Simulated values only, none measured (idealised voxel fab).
The document below concerns the process module designated voxel released beams.
Section cut is 225 nm wide and gridded with 5 nm square cells.
Cross-section spec: square-cell grid; bands listed top down; each band is one or more rows. For a band, the entry starts with two heights in nm, that of the top and then that of the bottom, and carries on with the band's materials in order from left to right, each alongside its width in nm; the word "edge to edge" beside a single material means it fills the band edge to edge, and "empty" means empty space. Note: height 0 marks the level under which the wafer is uniformly one material as received. Lowest band unbounded below, written "0 nm and below". A width given as "30..40" starts at the first number in the band's top row and ends at the second number in its bottom row, shifting by an equal amount at every step from row to row. A step reported as "identical to before" is a step in which no cell of the cross-section changed. For the entry "Sealed cavities", the listed items are empty spaces with no open way to the top whose size is 8 cells or more; each item follows the pattern width x height at distance, where distance is from the left edge and all three are in nm. The remark found on a step's line after its settings is issued by the simulator itself and pertains to that step. overlay nm, on a step with a mask: how far to the right of its planned place the mask lay; to the left if negative.
Planned process steps
| 1 | RECEIVE (material Si) |
| 2 | CONFORMAL_DEP (material Al2O3; thk nm 5) |
| 3 | DIRECTIONAL_DEP (material SiO2; thk nm 15) |
| 4 | MASKED_ETCH (tone open; mask id ANCHOR; width nm 35; etch materials SiO2; depth nm 15; overlay nm 0) |
| 5 | CONFORMAL_DEP (material SiN; thk nm 10) |
| 6 | MASKED_ETCH (tone cover; mask id BEAM; width nm 100; etch materials SiN; depth nm 10; overlay nm 0) |
| 7 | STRIP (etch materials SiO2) |
As received (post step 1): cross-section
* 0 nm and below  Si edge to edge
* Sealed cavities: none
Post-module cross-section of the first of two wafers (run per plan)
* 30 nm to 20 nm  empty=60, SiN=15, empty=15, SiN=70, empty=65
* 20 nm to 15 nm  empty=65, SiN=10, empty=15, SiN=10, empty=125
* 15 nm to 5 nm  empty=65, SiN=35, empty=125
* 5 nm to 0 nm  Al2O3 edge to edge
* 0 nm and below  Si edge to edge
* Sealed cavities: none
Cross-section, second wafer: same start as the first, same plan as the first, one mistake in running it; taken at the end of the module
* 30 nm to 20 nm  empty=65, SiN=10, empty=15, SiN=75, empty=60
* 20 nm to 15 nm  empty=65, SiN=10, empty=15, SiN=10, empty=125
* 15 nm to 5 nm  empty=65, SiN=35, empty=125
* 5 nm to 0 nm  Al2O3 edge to edge
* 0 nm and below  Si edge to edge
* Sealed cavities: none
What went wrong in running the wafer? planned and actual differ for step 6; actual: MASKED_ETCH (tone cover; mask id BEAM; width nm 100; etch materials SiN; depth nm 10; overlay nm 5)
At the close, every material occupies the same number of cells on the second wafer as on the first, only in different positions.
